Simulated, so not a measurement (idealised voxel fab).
process module | voxel transistor to metal
cross-section cut | 195 nm wide | cells 5 nm
A cross-section is a grid of square cells, given in bands from the top down. A band is one or more rows of cells.
Each band's line starts with the height of the band's top and of its bottom, in nm. Then come its materials from left to right, each with its width in nm. One material with "throughout" fills the band from edge to edge. "air" is empty space.
Height 0 is the level under which the wafer as received is all one material. The lowest band goes on downwards, as in "0 down".
A width such as "30 to 40" changes by the same amount from each row of cells to the next, from the band's top row to its bottom row.
"no change" after a step means that no cell of the cross-section changed.
closed voids: empty space of 8 cells or more with no open way to the top, each as width x height at its distance from the left edge, in nm
after a step's settings: what the simulator itself notes on the step
overlay nm, on a step with a mask: how far to the right of its planned place the mask lay; to the left if negative
plan
1 op RECEIVE | material Si
2 op CONFORMAL_DEP | material SiO2 | thk nm 5
3 op CONFORMAL_DEP | material SiN | thk nm 10
4 op DIRECTIONAL_DEP | material aC | thk nm 15
5 op PATTERN | tone cover | mask id ACTIVE | material resist | width nm 105 | thk nm 35 | overlay nm 0
6 op DIRECTIONAL_ETCH | etch materials aC | depth nm 15
7 op STRIP | etch materials resist
8 op DIRECTIONAL_ETCH | etch materials SiN | depth nm 10
9 op DIRECTIONAL_ETCH | etch materials SiO2 | depth nm 5
10 op DIRECTIONAL_ETCH | etch materials Si | depth nm 25
11 op STRIP | etch materials aC
12 op OXIDIZE | depth nm 5
13 op FILL_DEP | material SiO2 | thk nm 10
14 op CMP | height nm 15
15 op SELECTIVE_ETCH | etch materials SiO2 | depth nm 5
16 op STRIP | etch materials SiN
17 op SELECTIVE_ETCH | etch materials SiO2 | depth nm 5
18 op OXIDIZE | depth nm 5
19 op DIRECTIONAL_DEP | material polySi | thk nm 20
20 op DIRECTIONAL_DEP | material SiCN | thk nm 15
21 op DIRECTIONAL_DEP | material aC | thk nm 10
22 op PATTERN | tone cover | mask id GATE | material resist | width nm 25 | thk nm 30 | overlay nm 0
23 op DIRECTIONAL_ETCH | etch materials aC | depth nm 10
24 op STRIP | etch materials resist
25 op DIRECTIONAL_ETCH | etch materials SiCN | depth nm 25
26 op DIRECTIONAL_ETCH | etch materials polySi | depth nm 30
27 op STRIP | etch materials aC
28 op CONFORMAL_DEP | material SiN | thk nm 5
29 op DIRECTIONAL_ETCH | etch materials SiN | depth nm 5
30 op DIRECTIONAL_ETCH | etch materials SiO2 | depth nm 5
31 op DIRECTIONAL_ETCH | etch materials Si | depth nm 10
32 op EPI | material SiGe | thk nm 15
33 op FILL_DEP | material SiO2 | thk nm 10
34 op CMP | height nm 20
35 op STRIP | etch materials polySi
36 op SELECTIVE_ETCH | etch materials SiO2 | depth nm 5
37 op CONFORMAL_DEP | material HfO2 | thk nm 5
38 op CONFORMAL_DEP | material TiN | thk nm 5
39 op FILL_DEP | material W | thk nm 10
40 op CMP | height nm 15
41 op DIRECTIONAL_DEP | material SiO2 | thk nm 10
42 op MASKED_ETCH | tone open | mask id CONTACT | width nm 15 | pitch nm 80 | etch materials SiO2 | depth nm 25 | overlay nm 0
43 op CONFORMAL_DEP | material TiN | thk nm 5
44 op FILL_DEP | material W | thk nm 5
45 op CMP | height nm 25
46 op DIRECTIONAL_DEP | material TiN | thk nm 5
47 op DIRECTIONAL_DEP | material W | thk nm 15
48 op DIRECTIONAL_DEP | material aC | thk nm 15
49 op PATTERN | tone cover | mask id METAL_1 | material resist | width nm 15 | pitch nm 80 | thk nm 35 | overlay nm 0
50 op DIRECTIONAL_ETCH | etch materials aC | depth nm 15
51 op STRIP | etch materials resist
52 op DIRECTIONAL_ETCH | etch materials W | depth nm 15
53 op DIRECTIONAL_ETCH | etch materials TiN | depth nm 5
54 op STRIP | etch materials aC
55 op FILL_DEP | material SiO2 | thk nm 10
56 op CMP | height nm 45
57 op CONFORMAL_DEP | material SiCN | thk nm 5
58 op DIRECTIONAL_DEP | material SiO2 | thk nm 30
59 op DIRECTIONAL_DEP | material aC | thk nm 15
60 op PATTERN | tone open | mask id METAL_2 | material resist | width nm 15 | pitch nm 80 | thk nm 35 | overlay nm 0
61 op DIRECTIONAL_ETCH | etch materials aC | depth nm 15
62 op STRIP | etch materials resist
63 op DIRECTIONAL_ETCH | etch materials SiO2 | depth nm 20
64 op STRIP | etch materials aC
65 op PATTERN | tone open | mask id METAL_2_HOLES | material resist | width nm 15 | pitch nm 80 | thk nm 15 | overlay nm 0
66 op DIRECTIONAL_ETCH | etch materials SiO2 | depth nm 10
67 op DIRECTIONAL_ETCH | etch materials SiCN | depth nm 5
68 op STRIP | etch materials resist
69 op CONFORMAL_DEP | material TiN | thk nm 5
70 op FILL_DEP | material Ru | thk nm 10
71 op CMP | height nm 80
72 op CONFORMAL_DEP | material SiCN | thk nm 5
as received, after step 1
  0 down: Si throughout
  closed voids: none
first wafer at the end, as planned
  85 to 80: SiCN throughout
  80 to 50: SiO2 50 | TiN 5 | Ru 5 | TiN 5 | SiO2 65 | TiN 5 | Ru 5 | TiN 5 | SiO2 50
  50 to 45: SiCN 50 | TiN 15 | SiCN 65 | TiN 15 | SiCN 50
  45 to 30: SiO2 50 | W 15 | SiO2 65 | W 15 | SiO2 50
  30 to 25: SiO2 50 | TiN 15 | SiO2 65 | TiN 15 | SiO2 50
  25 to 15: SiO2 50 | TiN 5 | W 5 | TiN 5 | SiO2 65 | TiN 5 | W 5 | TiN 5 | SiO2 50
  15 to 10: SiO2 50 | TiN 5 | W 5 | TiN 5 | SiO2 15 | SiN 5 | HfO2 5 | TiN 5 | W 5 | TiN 5 | HfO2 5 | SiN 5 | SiO2 15 | TiN 5 | W 5 | TiN 5 | SiO2 50
  10 to 5: SiO2 50 | TiN 5 | W 5 | TiN 5 | SiGe 15 | SiN 5 | HfO2 5 | TiN 5 | W 5 | TiN 5 | HfO2 5 | SiN 5 | SiGe 15 | TiN 5 | W 5 | TiN 5 | SiO2 50
  5 to 0: SiO2 40 | SiN 5 | SiO2 5 | TiN 15 | SiGe 15 | SiN 5 | HfO2 5 | TiN 15 | HfO2 5 | SiN 5 | SiGe 15 | TiN 15 | SiO2 5 | SiN 5 | SiO2 40
  0 to -5: SiO2 45 | SiGe 35 | HfO2 35 | SiGe 35 | SiO2 45
  -5 to -15: SiO2 50 | SiGe 30 | Si 35 | SiGe 30 | SiO2 50
  -15 to -30: SiO2 50 | Si 95 | SiO2 50
  -30 down: Si throughout
  closed voids: none
second wafer at the end: like start, like plan, one mistake
  85 to 80: SiCN throughout
  80 to 50: SiO2 50 | TiN 5 | Ru 5 | TiN 5 | SiO2 65 | TiN 5 | Ru 5 | TiN 5 | SiO2 50
  50 to 45: SiCN 50 | TiN 15 | SiCN 65 | TiN 15 | SiCN 50
  45 to 30: SiO2 50 | W 15 | SiO2 65 | W 15 | SiO2 50
  30 to 25: SiO2 50 | TiN 15 | SiO2 65 | TiN 15 | SiO2 50
  25 to 15: SiO2 50 | TiN 5 | W 5 | TiN 5 | SiO2 65 | TiN 5 | W 5 | TiN 5 | SiO2 50
  15 to 10: SiO2 50 | TiN 5 | W 5 | TiN 5 | SiO2 15 | SiN 5 | SiCN 25 | SiN 5 | SiO2 15 | TiN 5 | W 5 | TiN 5 | SiO2 50
  10 to 5: SiO2 50 | TiN 5 | W 5 | TiN 5 | SiGe 15 | SiN 5 | SiCN 25 | SiN 5 | SiGe 15 | TiN 5 | W 5 | TiN 5 | SiO2 50
  5 to 0: SiO2 40 | SiN 5 | SiO2 5 | TiN 15 | SiGe 15 | SiN 5 | SiCN 25 | SiN 5 | SiGe 15 | TiN 15 | SiO2 5 | SiN 5 | SiO2 40
  0 to -5: SiO2 45 | SiGe 35 | SiO2 35 | SiGe 35 | SiO2 45
  -5 to -15: SiO2 50 | SiGe 30 | Si 35 | SiGe 30 | SiO2 50
  -15 to -30: SiO2 50 | Si 95 | SiO2 50
  -30 down: Si throughout
  closed voids: none
what went wrong: step 19 was left out
at the end the second wafer has, in cells: 13 fewer of HfO2 | 15 more of SiCN | 7 more of SiO2 | 7 fewer of TiN | 2 fewer of W
